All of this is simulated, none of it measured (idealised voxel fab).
Title: Process Module voxel tone inversion
Displayed cross-section: cut, width of 220 nm, square cells sized 5 nm.
This document writes a cross-section as a grid whose cells are square, and gives it as bands, listed from the top down; one or more rows of cells form a band.
Heights first: top, then bottom, in nm. Then materials, left to right, each with a width in nm. "throughout" on a single material: fills the band edge to edge. "empty": empty space.
It should be noted that heights are counted from 0, beneath which the wafer as supplied is of one material throughout, and that the lowest band possesses no lower boundary but continues downward, as written in "from 0 down".
A width such as "30 to 40" changes by the same amount from each row of cells to the next, from the band's top row to its bottom row.
"remains unaltered" means the step left every cell of the cross-section as it was.
The entry "Catalogued sealed voids" lists the empty spaces that cover at least 8 cells and have no open path to the top. Each is written as width x height at distance, where the distance is measured from the left edge and all three values are in nm.
That trailing text on a step's line, after the settings, is the simulator's own remark on the step.
Among the settings permitted on a step's line is "overlay nm"; applied to a step with a mask, it specifies the extent to which the mask lay to the right of its planned position, whereas a negative figure signifies a position to the left.

### Steps in the process plan
step 1: RECEIVE [material Si]
step 2: CONFORMAL_DEP [material SiN] [thk nm 5]
step 3: DIRECTIONAL_DEP [material aC] [thk nm 20]
step 4: PATTERN [tone cover] [mask id POSTS] [material resist] [width nm 20] [pitch nm 40] [thk nm 30] [overlay nm 0]
step 5: DIRECTIONAL_ETCH [etch materials aC] [depth nm 20]
step 6: STRIP [etch materials resist]
step 7: FILL_DEP [material lowk] [thk nm 5]
step 8: CMP [height nm 25]
step 9: STRIP [etch materials aC]
step 10: CONFORMAL_DEP [material TiN] [thk nm 5]
step 11: FILL_DEP [material Cu] [thk nm 10]
step 12: CMP [height nm 25]
step 13: CONFORMAL_DEP [material SiCN] [thk nm 5]

### Of two wafers, the first: run according to plan

### Incoming wafer, cross-sectional view, post step 1
	from 0 down: Si throughout
	Catalogued sealed voids: none

### After step 2, in cross-section
	from 5 to 0: SiN throughout
	Note: structure below 0 unchanged.

### After step 3, in cross-section
	from 25 to 5: aC throughout
	Note: structure below 5 unchanged.

### After step 4, in cross-section
	from 55 to 25: empty 80 nm / resist 20 nm / empty 20 nm / resist 20 nm / empty 80 nm
	Note: structure below 25 unchanged.

### After step 5, in cross-section
	from 35 to 25: empty 80 nm / resist 20 nm / empty 20 nm / resist 20 nm / empty 80 nm
	from 25 to 5: empty 80 nm / aC 20 nm / empty 20 nm / aC 20 nm / empty 80 nm
	Note: structure below 5 unchanged.

### After step 6, in cross-section
	from 25 to 5: empty 80 nm / aC 20 nm / empty 20 nm / aC 20 nm / empty 80 nm
	Note: structure below 5 unchanged.

### After step 7, in cross-section
	from 30 to 25: lowk throughout
	from 25 to 5: lowk 80 nm / aC 20 nm / lowk 20 nm / aC 20 nm / lowk 80 nm
	Note: structure below 5 unchanged.

### After step 8, in cross-section
	from 25 to 5: lowk 80 nm / aC 20 nm / lowk 20 nm / aC 20 nm / lowk 80 nm
	Note: structure below 5 unchanged.

### After step 9, in cross-section
	from 25 to 5: lowk 80 nm / empty 20 nm / lowk 20 nm / empty 20 nm / lowk 80 nm
	Note: structure below 5 unchanged.

### After step 10, in cross-section
	from 30 to 25: TiN 85 nm / empty 10 nm / TiN 30 nm / empty 10 nm / TiN 85 nm
	from 25 to 10: lowk 80 nm / TiN 5 nm / empty 10 nm / TiN 5 nm / lowk 20 nm / TiN 5 nm / empty 10 nm / TiN 5 nm / lowk 80 nm
	from 10 to 5: lowk 80 nm / TiN 20 nm / lowk 20 nm / TiN 20 nm / lowk 80 nm
	Note: structure below 5 unchanged.

### After step 11, in cross-section
	from 40 to 30: Cu throughout
	from 30 to 25: TiN 85 nm / Cu 10 nm / TiN 30 nm / Cu 10 nm / TiN 85 nm
	from 25 to 10: lowk 80 nm / TiN 5 nm / Cu 10 nm / TiN 5 nm / lowk 20 nm / TiN 5 nm / Cu 10 nm / TiN 5 nm / lowk 80 nm
	Note: structure below 10 unchanged.

### After step 12, in cross-section
	from 25 to 10: lowk 80 nm / TiN 5 nm / Cu 10 nm / TiN 5 nm / lowk 20 nm / TiN 5 nm / Cu 10 nm / TiN 5 nm / lowk 80 nm
	Note: structure below 10 unchanged.

### After step 13, in cross-section
	from 30 to 25: SiCN throughout
	Note: structure below 25 unchanged.

### Notes, second wafer: start = first wafer's, plan = first wafer's, execution had one mistake; history identical to first through step 6

### Second wafer, section view, time point: scheduled end of step 7
	from 30 to 25: TiN throughout
	from 25 to 5: TiN 80 nm / aC 20 nm / TiN 20 nm / aC 20 nm / TiN 80 nm
	Note: structure below 5 unchanged.

### Second wafer, section view, time point: scheduled end of step 8
	from 25 to 5: TiN 80 nm / aC 20 nm / TiN 20 nm / aC 20 nm / TiN 80 nm
	Note: structure below 5 unchanged.

### Second wafer, section view, time point: scheduled end of step 9
	from 25 to 5: TiN 80 nm / empty 20 nm / TiN 20 nm / empty 20 nm / TiN 80 nm
	Note: structure below 5 unchanged.

### Second wafer, section view, time point: scheduled end of step 10
	from 30 to 10: TiN 85 nm / empty 10 nm / TiN 30 nm / empty 10 nm / TiN 85 nm
	from 10 to 5: TiN throughout
	Note: structure below 5 unchanged.

### Second wafer, section view, time point: scheduled end of step 11
	from 40 to 30: Cu throughout
	from 30 to 10: TiN 85 nm / Cu 10 nm / TiN 30 nm / Cu 10 nm / TiN 85 nm
	Note: structure below 10 unchanged.

### Second wafer, section view, time point: scheduled end of step 12
	from 25 to 10: TiN 85 nm / Cu 10 nm / TiN 30 nm / Cu 10 nm / TiN 85 nm
	Note: structure below 10 unchanged.

### Second wafer, section view, time point: scheduled end of step 13
	from 30 to 25: SiCN throughout
	Note: structure below 25 unchanged.
Misprocessing identified: step 7 did not happen as planned, as run it was FILL_DEP [material TiN] [thk nm 5]
End check, counted in cells, second wafer has more or fewer of these materials than the first: +144 TiN; -144 lowk
